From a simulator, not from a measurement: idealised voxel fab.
The process module presented herein is designated voxel spacer lines.
cross-section cut | 260 nm wide | cells 5 nm
How to read a cross-section here: the picture is a grid of square cells, written as bands going from the top down, and any band can span one or more rows of cells.
The entry gives the band's vertical extent as a top height and a bottom height in nm, then its horizontal make-up as materials from left to right, each with a width in nm. "blank" stands for empty space; a single material marked "edge to edge" fills the band edge to edge.
Height is counted from the level 0, under which the received wafer is composed throughout of one material. The lowest of the bands is not closed at the bottom but continues downward, in the notation "0 -> down".
Think of "30..40" as a width that walks from the first number to the second as you go down the band, top row to bottom row, taking equal-sized steps from row to row.
The cross-section has no changed cell in any step marked "everything unchanged".
The entry "Enclosed internal voids" lists the empty spaces that cover at least 8 cells and have no open path to the top. Each is written as width x height at distance, where the distance is measured from the left edge and all three values are in nm.
Whatever follows a step's settings on its line is a remark the simulator itself makes about that step.
overlay nm, on a step with a mask: how far to the right of its planned place the mask lay; to the left if negative

-- The steps planned for the process are as follows
step 1: RECEIVE | material Si
step 2: CONFORMAL_DEP | material Al2O3 | thk nm 10
step 3: DIRECTIONAL_DEP | material SiN | thk nm 10
step 4: DIRECTIONAL_DEP | material aC | thk nm 25
step 5: PATTERN | tone cover | mask id MANDREL | material resist | width nm 25 | pitch nm 70 | thk nm 35 | overlay nm 0
step 6: DIRECTIONAL_ETCH | etch materials aC | depth nm 25
step 7: STRIP | etch materials resist
step 8: CONFORMAL_DEP | material SiO2 | thk nm 5
step 9: DIRECTIONAL_ETCH | etch materials SiO2 | depth nm 10
step 10: STRIP | etch materials aC
step 11: DIRECTIONAL_ETCH | etch materials SiN | depth nm 10
step 12: STRIP | etch materials SiO2
Same starting wafers, different thk nm at step 8. Plan value belongs to the first wafer.

-- The first of several wafers, as received after step 1, seen in section
  0 -> down: Si edge to edge
  Enclosed internal voids: none

-- Cross-section of the first of several wafers, taken after step 12, where the module ends
  20 -> 10: 40 blank  5 SiN  25 blank  5 SiN  35 blank  5 SiN  25 blank  5 SiN  35 blank  5 SiN  25 blank  5 SiN  45 blank
  10 -> 0: Al2O3 edge to edge
  0 -> down: Si edge to edge
  Enclosed internal voids: none

-- Sectional view of the last wafer upon completion of the module
  45 -> 20: 45 blank  25 aC  45 blank  25 aC  45 blank  25 aC  50 blank
  20 -> 10: SiN edge to edge
  10 -> 0: Al2O3 edge to edge
  0 -> down: Si edge to edge
  Enclosed internal voids: none

-- End of module, by wafer: material-by-material cell gain (+) or loss (-) since receipt, then closed voids
thk nm 5 | +104 Al2O3 | +12 SiN | Enclosed internal voids: none
thk nm 10 | +104 Al2O3 | +24 SiN | Enclosed internal voids: none
thk nm 15 | +104 Al2O3 | +104 SiN | +75 aC | Enclosed internal voids: none
thk nm 20 | +104 Al2O3 | +104 SiN | +75 aC | Enclosed internal voids: none
thk nm 25 | +104 Al2O3 | +104 SiN | +75 aC | Enclosed internal voids: none
